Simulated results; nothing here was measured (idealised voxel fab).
This is a process module. Its name is voxel ribs on slabs.
Xsec cut, 245 nm wide, square cell size 5 nm.
In this document a cross-section is written as a grid of square cells. It is given as a series of bands, listed from the top down, and a band is one or more rows of cells.
For a band, the entry starts with two heights in nm, that of the top and then that of the bottom, and carries on with the band's materials in order from left to right, each alongside its width in nm; the word "edge to edge" beside a single material means it fills the band edge to edge, and "empty" means empty space.
Basically, 0 is our baseline, since under it the wafer straight out of the box is all one material. The bottom band has no lower end and keeps on going down, so it looks like "z 0 and below".
A width given as "30->40" starts at the first number in the band's top row and ends at the second number in its bottom row, shifting by an equal amount at every step from row to row.
"no alterations made", as given for a step, is the statement that not any cell of the cross-section underwent a change during that step.
In the "Unvented internal voids" entry, you get each enclosed empty space of 8 cells or more, one with no open way to the top, written width x height at distance, distance from the left edge, in nm.
Read whatever lies past the settings on a step's line as the simulator's own remark about the step.
overlay nm: right-of-plan distance of the mask on a masked step; negative values mean left-of-plan.

## So here's the lineup of process steps we planned
1: RECEIVE with material Si
2: DIRECTIONAL_DEP with material SiO2, thk nm 30
3: DIRECTIONAL_DEP with material polySi, thk nm 25
4: MASKED_ETCH with tone cover, mask id RIB, width nm 20, etch materials polySi, depth nm 10, overlay nm 0
5: MASKED_ETCH with tone cover, mask id SLAB, width nm 70, etch materials polySi, depth nm 15, overlay nm 0
6: FILL_DEP with material SiO2, thk nm 20
7: CMP with height nm 70
8: DIRECTIONAL_DEP with material TiN, thk nm 5
9: DIRECTIONAL_DEP with material aC, thk nm 15
10: PATTERN with tone cover, mask id HEATER, material resist, width nm 40, thk nm 30, overlay nm 0
11: DIRECTIONAL_ETCH with etch materials aC, depth nm 15
12: STRIP with etch materials resist
13: DIRECTIONAL_ETCH with etch materials TiN, depth nm 5
14: STRIP with etch materials aC
15: CONFORMAL_DEP with material SiO2, thk nm 10
Across this set of wafers, the varied parameter is the width nm of step 4. Starting conditions are identical for every wafer, and the plan reports the value assigned to the first wafer.

## Cross-section of the first of several wafers on receipt, reflecting completion of step 1
> z 0 and below | Si edge to edge
> Unvented internal voids: none

## Basically each wafer gets a line in the table, showing it at the end of the module: material by material, the cells it gained (+) or lost (-) since we got it, then its closed voids
width nm 20, +738 SiO2, +8 TiN, +50 polySi, Unvented internal voids: none
width nm 25, +736 SiO2, +8 TiN, +52 polySi, Unvented internal voids: none
width nm 30, +734 SiO2, +8 TiN, +54 polySi, Unvented internal voids: none
width nm 35, +732 SiO2, +8 TiN, +56 polySi, Unvented internal voids: none
width nm 40, +730 SiO2, +8 TiN, +58 polySi, Unvented internal voids: none
width nm 45, +728 SiO2, +8 TiN, +60 polySi, Unvented internal voids: none
